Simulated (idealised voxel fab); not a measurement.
Module name: voxel air gaps (process module)
Square cell edge 5 nm, section width 270 nm, ID cut.
Cross-section layout: square cells on a grid; listed as bands, top to bottom; a band spans one or more cell rows.
Quick guide to a band line: top height, bottom height (nm) up front; then every material left to right with its width in nm. Only one material and it's marked "throughout"? Then it fills the band edge to edge. And "blank" just means empty space.
Heights are reckoned from 0. Under this level, the received wafer is all of one material. The bottommost band is open-ended downward, for example "0 nm and below".
A width such as "30 to 40" changes by the same amount from each row of cells to the next, from the band's top row to its bottom row.
It should be understood that the words "left unchanged", when stated for a given step, signify that the cross-section underwent no change in any of its cells during that step.
"closed voids" - sealed voids, min. 8 cells, no opening to top; format: width x height at distance (distance from left edge; nm throughout).
If you see something after the settings on a step's line, that's the simulator's own remark about that step.
A step line may carry the setting "overlay nm", which, for steps involving a mask, states the distance by which the mask lay to the right of its intended position; negative values denote displacement to the left.
Planned process steps:
1. RECEIVE [material Si]
2. CONFORMAL_DEP [material SiO2] [thk nm 15]
3. CONFORMAL_DEP [material SiCN] [thk nm 5]
4. DIRECTIONAL_DEP [material lowk] [thk nm 30]
5. PATTERN [tone open] [mask id LINES] [material resist] [width nm 25] [pitch nm 50] [thk nm 15] [overlay nm 0]
6. DIRECTIONAL_ETCH [etch materials lowk] [depth nm 30]
7. STRIP [etch materials resist]
8. CONFORMAL_DEP [material TiN] [thk nm 5]
9. FILL_DEP [material W] [thk nm 5]
10. CMP [height nm 50]
11. EPI [material Ru] [thk nm 10]
12. SELECTIVE_ETCH [etch materials lowk] [depth nm 40]
13. CONFORMAL_DEP [material SiCN] [thk nm 5]
Cross-section, incoming material, after step 1:
- 0 nm and below: Si throughout
- closed voids: none
Looking at the first of two wafers in cross-section at end of module - ran to plan:
- 65 nm to 60 nm: 55 of blank, 155 of SiCN, 60 of blank
- 60 nm to 50 nm: 55 of blank, 5 of SiCN, 45 of Ru, 5 of SiCN, 45 of Ru, 5 of SiCN, 45 of Ru, 5 of SiCN, 60 of blank
- 50 nm to 45 nm: 55 of blank, 15 of SiCN, 5 of TiN, 15 of W, 5 of TiN, 25 of SiCN, 5 of TiN, 15 of W, 5 of TiN, 25 of SiCN, 5 of TiN, 15 of W, 5 of TiN, 15 of SiCN, 60 of blank
- 45 nm to 25 nm: 65 of blank, 5 of SiCN, 5 of TiN, 15 of W, 5 of TiN, 5 of SiCN, 15 of blank, 5 of SiCN, 5 of TiN, 15 of W, 5 of TiN, 5 of SiCN, 15 of blank, 5 of SiCN, 5 of TiN, 15 of W, 5 of TiN, 5 of SiCN, 70 of blank
- 25 nm to 20 nm: 70 of SiCN, 25 of TiN, 25 of SiCN, 25 of TiN, 25 of SiCN, 25 of TiN, 75 of SiCN
- 20 nm to 15 nm: SiCN throughout
- 15 nm to 0 nm: SiO2 throughout
- 0 nm and below: Si throughout
- closed voids: 15 x 20 at 100; 15 x 20 at 150
Second of two wafers, module complete, sectioned: it shares the first wafer's start and plan but was run with one mistake:
- 65 nm to 60 nm: SiCN throughout
- 60 nm to 50 nm: Ru throughout
- 50 nm to 20 nm: TiN throughout
- 20 nm to 15 nm: SiCN throughout
- 15 nm to 0 nm: SiO2 throughout
- 0 nm and below: Si throughout
- closed voids: none
Which mistake was made when the wafer was run? step 4 did not happen as planned, as run it was DIRECTIONAL_DEP [material TiN] [thk nm 30]
Materials where the second wafer ends with more or fewer cells than the first: Ru: 54 more, SiCN: 64 fewer, TiN: 279 more, W: 45 fewer
On completion, 0 closed voids are found in the second wafer, whereas the first wafer has 2.
